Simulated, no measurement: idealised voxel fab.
Name of the process module below: voxel transistor to metal
It is cross-section cut that appears here, measuring 170 nm in width, its square cells being 5 nm in size.
When this document writes out a cross-section, it uses a grid of square cells and lists it as bands, beginning at the top and moving down, with a band standing for one or more rows of cells.
A band entry consists of two parts. The first gives the height of the band's top and the height of its bottom, in nm. The rest lists the band's materials from left to right, each with its width in nm. A single material labelled with the word "throughout" fills the band from edge to edge, and the word "blank" marks empty space.
All heights in this document are referenced to 0, defined as the level beneath which the wafer, as received, consists entirely of one material. The lowest band is not bounded below; it extends indefinitely downward and is written in the form "0 -> down".
It should be noted that a width expressed as "30..40" varies in equal increments from row to row of cells within the band, taking the value of the first number at the top row and that of the second number at the bottom row.
Where the words "remained unchanged" appear for a step, the cross-section shows no cell changed by that step; every cell remained as before.
The list in "Enclosed cavities" covers empty spaces of 8 cells or more that cannot reach the top through any open way, and it gives each as width x height at distance; the distance is from the left edge, and width, height and distance are in nm.
Where a step's line continues beyond its settings, the continuation is a remark by the simulator itself on that step.
Regarding "overlay nm": on a step with a mask, it is the distance the mask lay to the right of its planned place; a negative value places it to the left.

**The steps planned for the process are as follows**
1: RECEIVE | material Si
2: OXIDIZE | depth nm 5
3: CONFORMAL_DEP | material SiN | thk nm 15
4: DIRECTIONAL_DEP | material aC | thk nm 15
5: PATTERN | tone cover | mask id ACTIVE | material resist | width nm 115 | thk nm 30 | overlay nm 0
6: DIRECTIONAL_ETCH | etch materials aC | depth nm 15
7: STRIP | etch materials resist
8: DIRECTIONAL_ETCH | etch materials SiN | depth nm 15
9: DIRECTIONAL_ETCH | etch materials SiO2 | depth nm 5
10: DIRECTIONAL_ETCH | etch materials Si | depth nm 30
11: STRIP | etch materials aC
12: OXIDIZE | depth nm 5
13: FILL_DEP | material SiO2 | thk nm 5
14: CMP | height nm 15
15: SELECTIVE_ETCH | etch materials SiO2 | depth nm 10
16: STRIP | etch materials SiN
17: SELECTIVE_ETCH | etch materials SiO2 | depth nm 5
18: OXIDIZE | depth nm 5
19: DIRECTIONAL_DEP | material polySi | thk nm 30
20: DIRECTIONAL_DEP | material SiCN | thk nm 10
21: DIRECTIONAL_DEP | material aC | thk nm 10
22: PATTERN | tone cover | mask id GATE | material resist | width nm 25 | thk nm 30 | overlay nm 0
23: DIRECTIONAL_ETCH | etch materials aC | depth nm 10
24: STRIP | etch materials resist
25: DIRECTIONAL_ETCH | etch materials SiCN | depth nm 20
26: DIRECTIONAL_ETCH | etch materials polySi | depth nm 40
27: STRIP | etch materials aC
28: CONFORMAL_DEP | material SiO2 | thk nm 5
29: DIRECTIONAL_ETCH | etch materials SiO2 | depth nm 5
30: CONFORMAL_DEP | material SiN | thk nm 5
31: DIRECTIONAL_ETCH | etch materials SiN | depth nm 5
32: DIRECTIONAL_ETCH | etch materials SiO2 | depth nm 5
33: EPI | material nSi | thk nm 5
34: FILL_DEP | material SiO2 | thk nm 5
35: CMP | height nm 35
36: DIRECTIONAL_DEP | material SiO2 | thk nm 10
37: DIRECTIONAL_DEP | material aC | thk nm 10
38: PATTERN | tone open | mask id CONTACT | material resist | width nm 30 | pitch nm 65 | thk nm 30 | overlay nm 0
39: DIRECTIONAL_ETCH | etch materials aC | depth nm 10
40: STRIP | etch materials resist
41: DIRECTIONAL_ETCH | etch materials SiO2 | depth nm 50
42: STRIP | etch materials aC
43: CONFORMAL_DEP | material TiN | thk nm 5
44: FILL_DEP | material Ru | thk nm 10
45: CMP | height nm 45
46: DIRECTIONAL_DEP | material TiN | thk nm 5
47: DIRECTIONAL_DEP | material Ru | thk nm 20
48: MASKED_ETCH | tone cover | mask id METAL_1 | width nm 15 | pitch nm 80 | etch materials Ru | depth nm 20 | overlay nm 0
49: MASKED_ETCH | tone cover | mask id METAL_1 | width nm 15 | pitch nm 80 | etch materials TiN | depth nm 5 | overlay nm 0
50: FILL_DEP | material SiO2 | thk nm 10
51: CMP | height nm 70
52: CONFORMAL_DEP | material SiCN | thk nm 5
53: DIRECTIONAL_DEP | material SiO2 | thk nm 30
54: MASKED_ETCH | tone open | mask id METAL_2 | width nm 15 | pitch nm 80 | etch materials SiO2 | depth nm 15 | overlay nm 0
55: DIRECTIONAL_DEP | material aC | thk nm 10
56: PATTERN | tone open | mask id METAL_2_HOLES | material resist | width nm 15 | pitch nm 80 | thk nm 25 | overlay nm 0
57: DIRECTIONAL_ETCH | etch materials aC | depth nm 10
58: STRIP | etch materials resist
59: DIRECTIONAL_ETCH | etch materials SiO2 | depth nm 15
60: DIRECTIONAL_ETCH | etch materials SiCN | depth nm 5
61: STRIP | etch materials aC
62: CONFORMAL_DEP | material TiN | thk nm 5
63: FILL_DEP | material Cu | thk nm 10
64: CMP | height nm 105
65: CONFORMAL_DEP | material SiN | thk nm 5

**Cross-section: wafer on arrival = after step 1**
> 0 -> down: Si throughout
> Enclosed cavities: none

**End-of-module cross-section of the first of two wafers, processed as planned**
> 110 -> 105: SiN throughout
> 105 -> 75: SiO2: 35 / TiN: 5 / Cu: 5 / TiN: 5 / SiO2: 65 / TiN: 5 / Cu: 5 / TiN: 5 / SiO2: 40
> 75 -> 70: SiCN: 35 / TiN: 15 / SiCN: 65 / TiN: 15 / SiCN: 40
> 70 -> 50: SiO2: 35 / Ru: 15 / SiO2: 65 / Ru: 15 / SiO2: 40
> 50 -> 45: SiO2: 35 / TiN: 15 / SiO2: 65 / TiN: 15 / SiO2: 40
> 45 -> 35: SiO2: 35 / TiN: 5 / Ru: 20..15 / TiN: 5..10 / SiO2: 35 / TiN: 5..10 / Ru: 20..15 / TiN: 5 / SiO2: 40
> 35 -> 25: SiO2: 35 / TiN: 5 / Ru: 15 / TiN: 5 / SiN: 5 / SiO2: 5 / SiCN: 25 / SiO2: 5 / SiN: 5 / TiN: 5 / Ru: 15 / TiN: 5 / SiO2: 40
> 25 -> 0: SiO2: 35 / TiN: 5 / Ru: 15 / TiN: 5 / SiN: 5 / SiO2: 5 / polySi: 25 / SiO2: 5 / SiN: 5 / TiN: 5 / Ru: 15 / TiN: 5 / SiO2: 40
> 0 -> -5: SiO2: 25 / SiN: 5 / SiO2: 5 / TiN: 25 / SiN: 5 / SiO2: 5 / polySi: 25 / SiO2: 5 / SiN: 5 / TiN: 25 / SiO2: 5 / SiN: 5 / SiO2: 30
> -5 -> -10: SiO2: 30 / nSi: 30 / SiO2: 45 / nSi: 30 / SiO2: 35
> -10 -> -40: SiO2: 30 / Si: 105 / SiO2: 35
> -40 -> down: Si throughout
> Enclosed cavities: none

**Wafer two, end of module, cross-section. Same start, same plan as wafer one. One mistake in the run**
> 110 -> 105: SiN throughout
> 105 -> 75: SiO2 throughout
> 75 -> 70: SiCN throughout
> 70 -> 50: SiO2: 35 / Ru: 15 / SiO2: 65 / Ru: 15 / SiO2: 40
> 50 -> 45: SiO2: 35 / TiN: 15 / SiO2: 65 / TiN: 15 / SiO2: 40
> 45 -> 35: SiO2: 35 / TiN: 5 / Ru: 20..15 / TiN: 5..10 / SiO2: 35 / TiN: 5..10 / Ru: 20..15 / TiN: 5 / SiO2: 40
> 35 -> 25: SiO2: 35 / TiN: 5 / Ru: 15 / TiN: 5 / SiN: 5 / SiO2: 5 / SiCN: 25 / SiO2: 5 / SiN: 5 / TiN: 5 / Ru: 15 / TiN: 5 / SiO2: 40
> 25 -> 0: SiO2: 35 / TiN: 5 / Ru: 15 / TiN: 5 / SiN: 5 / SiO2: 5 / polySi: 25 / SiO2: 5 / SiN: 5 / TiN: 5 / Ru: 15 / TiN: 5 / SiO2: 40
> 0 -> -5: SiO2: 25 / SiN: 5 / SiO2: 5 / TiN: 25 / SiN: 5 / SiO2: 5 / polySi: 25 / SiO2: 5 / SiN: 5 / TiN: 25 / SiO2: 5 / SiN: 5 / SiO2: 30
> -5 -> -10: SiO2: 30 / nSi: 30 / SiO2: 45 / nSi: 30 / SiO2: 35
> -10 -> -40: SiO2: 30 / Si: 105 / SiO2: 35
> -40 -> down: Si throughout
> Enclosed cavities: none
So what did we get wrong on this run? in the plan, step 53 was performed twice
Heads up, by the end the second wafer has more or fewer cells of some materials compared to the first: -12 Cu, +6 SiCN, +36 SiO2, -30 TiN
